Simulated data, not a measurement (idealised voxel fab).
Documented hereafter: the process module known as voxel tone inversion.
The figure presents cross-section cut, which has a width of 280 nm and is divided into square cells with an edge length of 5 nm.
When this document writes out a cross-section, it uses a grid of square cells and lists it as bands, beginning at the top and moving down, with a band standing for one or more rows of cells.
What a band's entry tells you: where the top is and where the bottom is, as heights in nm, and after that what lies inside, material by material from left to right, each with its width in nm. Empty space is written as the word "empty", and a single material marked with the word "edge to edge" occupies the band from edge to edge.
Heights from 0 (as-received wafer is one material below). Bottom band endless downward, as "from 0 down".
Width spec "30 to 40" -> top row of cells at first value, bottom row at second value, equal per-row change in between.
Take "everything unchanged" at face value: in the step it is given for, the cross-section changed in none of its cells.
You'll see "Closed void register" listing empty spaces that have no way open to the top, as long as they're 8 cells or more; the notation is width x height at distance, where the distance is from the left edge, and all of it is in nm.
Text after the settings on a step's line: the simulator's own remark on that step.
Each step line may optionally specify "overlay nm", which for a step with a mask gives the rightward distance between the mask's planned place and where it lay, a negative value indicating the leftward direction.

# The planned process steps are enumerated hereunder
1) RECEIVE (material Si)
2) CONFORMAL_DEP (material SiCN; thk nm 10)
3) DIRECTIONAL_DEP (material aC; thk nm 15)
4) PATTERN (tone cover; mask id POSTS; material resist; width nm 20; pitch nm 40; thk nm 25; overlay nm 0)
5) DIRECTIONAL_ETCH (etch materials aC; depth nm 15)
6) STRIP (etch materials resist)
7) FILL_DEP (material SiO2; thk nm 5)
8) CMP (height nm 25)
9) STRIP (etch materials aC)
10) CONFORMAL_DEP (material TiN; thk nm 5)
11) FILL_DEP (material Ru; thk nm 10)
12) CMP (height nm 25)
13) CONFORMAL_DEP (material SiN; thk nm 5)

# Of two wafers, the first: run according to plan

# Wafer as received: cross-section following step 1
* from 0 down | Si edge to edge
* Closed void register: none

# Cross-section: wafer state after step 2
* from 10 to 0 | SiCN edge to edge
* Below 0, no change.

# Cross-section: wafer state after step 3
* from 25 to 10 | aC edge to edge
* Below 10, no change.

# Cross-section: wafer state after step 4
* from 50 to 25 | empty=70  resist=20  empty=20  resist=20  empty=20  resist=20  empty=20  resist=20  empty=70
* Below 25, no change.

# Cross-section: wafer state after step 5
* from 35 to 25 | empty=70  resist=20  empty=20  resist=20  empty=20  resist=20  empty=20  resist=20  empty=70
* from 25 to 10 | empty=70  aC=20  empty=20  aC=20  empty=20  aC=20  empty=20  aC=20  empty=70
* Below 10, no change.

# Cross-section: wafer state after step 6
* from 25 to 10 | empty=70  aC=20  empty=20  aC=20  empty=20  aC=20  empty=20  aC=20  empty=70
* Below 10, no change.

# Cross-section: wafer state after step 7
* from 30 to 25 | SiO2 edge to edge
* from 25 to 10 | SiO2=70  aC=20  SiO2=20  aC=20  SiO2=20  aC=20  SiO2=20  aC=20  SiO2=70
* Below 10, no change.

# Cross-section: wafer state after step 8
* from 25 to 10 | SiO2=70  aC=20  SiO2=20  aC=20  SiO2=20  aC=20  SiO2=20  aC=20  SiO2=70
* Below 10, no change.

# Cross-section: wafer state after step 9
* from 25 to 10 | SiO2=70  empty=20  SiO2=20  empty=20  SiO2=20  empty=20  SiO2=20  empty=20  SiO2=70
* Below 10, no change.

# Cross-section: wafer state after step 10
* from 30 to 25 | TiN=75  empty=10  TiN=30  empty=10  TiN=30  empty=10  TiN=30  empty=10  TiN=75
* from 25 to 15 | SiO2=70  TiN=5  empty=10  TiN=5  SiO2=20  TiN=5  empty=10  TiN=5  SiO2=20  TiN=5  empty=10  TiN=5  SiO2=20  TiN=5  empty=10  TiN=5  SiO2=70
* from 15 to 10 | SiO2=70  TiN=20  SiO2=20  TiN=20  SiO2=20  TiN=20  SiO2=20  TiN=20  SiO2=70
* Below 10, no change.

# Cross-section: wafer state after step 11
* from 40 to 30 | Ru edge to edge
* from 30 to 25 | TiN=75  Ru=10  TiN=30  Ru=10  TiN=30  Ru=10  TiN=30  Ru=10  TiN=75
* from 25 to 15 | SiO2=70  TiN=5  Ru=10  TiN=5  SiO2=20  TiN=5  Ru=10  TiN=5  SiO2=20  TiN=5  Ru=10  TiN=5  SiO2=20  TiN=5  Ru=10  TiN=5  SiO2=70
* Below 15, no change.

# Cross-section: wafer state after step 12
* from 25 to 15 | SiO2=70  TiN=5  Ru=10  TiN=5  SiO2=20  TiN=5  Ru=10  TiN=5  SiO2=20  TiN=5  Ru=10  TiN=5  SiO2=20  TiN=5  Ru=10  TiN=5  SiO2=70
* Below 15, no change.

# Cross-section: wafer state after step 13
* from 30 to 25 | SiN edge to edge
* Below 25, no change.

# The second wafer was prepared from the same starting point and under the same plan as the first; its processing contained one mistake, and it remains indistinguishable from the first wafer up to and including step 3

# Here is the second wafer in cross-section at the point where step 4 of the plan should have been done
* from 50 to 25 | empty=70  resist=25  empty=15  resist=25  empty=15  resist=25  empty=15  resist=25  empty=65
* Below 25, no change.

# Here is the second wafer in cross-section at the point where step 5 of the plan should have been done
* from 35 to 25 | empty=70  resist=25  empty=15  resist=25  empty=15  resist=25  empty=15  resist=25  empty=65
* from 25 to 10 | empty=70  aC=25  empty=15  aC=25  empty=15  aC=25  empty=15  aC=25  empty=65
* Below 10, no change.

# Here is the second wafer in cross-section at the point where step 6 of the plan should have been done
* from 25 to 10 | empty=70  aC=25  empty=15  aC=25  empty=15  aC=25  empty=15  aC=25  empty=65
* Below 10, no change.

# Here is the second wafer in cross-section at the point where step 7 of the plan should have been done
* from 30 to 25 | SiO2 edge to edge
* from 25 to 10 | SiO2=70  aC=25  SiO2=15  aC=25  SiO2=15  aC=25  SiO2=15  aC=25  SiO2=65
* Below 10, no change.

# Here is the second wafer in cross-section at the point where step 8 of the plan should have been done
* from 25 to 10 | SiO2=70  aC=25  SiO2=15  aC=25  SiO2=15  aC=25  SiO2=15  aC=25  SiO2=65
* Below 10, no change.

# Here is the second wafer in cross-section at the point where step 9 of the plan should have been done
* from 25 to 10 | SiO2=70  empty=25  SiO2=15  empty=25  SiO2=15  empty=25  SiO2=15  empty=25  SiO2=65
* Below 10, no change.

# Here is the second wafer in cross-section at the point where step 10 of the plan should have been done
* from 30 to 25 | TiN=75  empty=15  TiN=25  empty=15  TiN=25  empty=15  TiN=25  empty=15  TiN=70
* from 25 to 15 | SiO2=70  TiN=5  empty=15  TiN=5  SiO2=15  TiN=5  empty=15  TiN=5  SiO2=15  TiN=5  empty=15  TiN=5  SiO2=15  TiN=5  empty=15  TiN=5  SiO2=65
* from 15 to 10 | SiO2=70  TiN=25  SiO2=15  TiN=25  SiO2=15  TiN=25  SiO2=15  TiN=25  SiO2=65
* Below 10, no change.

# Here is the second wafer in cross-section at the point where step 11 of the plan should have been done
* from 40 to 30 | Ru edge to edge
* from 30 to 25 | TiN=75  Ru=15  TiN=25  Ru=15  TiN=25  Ru=15  TiN=25  Ru=15  TiN=70
* from 25 to 15 | SiO2=70  TiN=5  Ru=15  TiN=5  SiO2=15  TiN=5  Ru=15  TiN=5  SiO2=15  TiN=5  Ru=15  TiN=5  SiO2=15  TiN=5  Ru=15  TiN=5  SiO2=65
* Below 15, no change.

# Here is the second wafer in cross-section at the point where step 12 of the plan should have been done
* from 25 to 15 | SiO2=70  TiN=5  Ru=15  TiN=5  SiO2=15  TiN=5  Ru=15  TiN=5  SiO2=15  TiN=5  Ru=15  TiN=5  SiO2=15  TiN=5  Ru=15  TiN=5  SiO2=65
* Below 15, no change.

# Here is the second wafer in cross-section at the point where step 13 of the plan should have been done
* from 30 to 25 | SiN edge to edge
* Below 25, no change.
The mistake made against the process plan was this: step 4 did not happen as planned, as run it was PATTERN (tone cover; mask id POSTS; material resist; width nm 25; pitch nm 40; thk nm 25; overlay nm 0)
Looking at both finished wafers in cells, the second ends up ahead of or behind the first on some materials: Ru: 8 more, SiO2: 12 fewer, TiN: 4 more
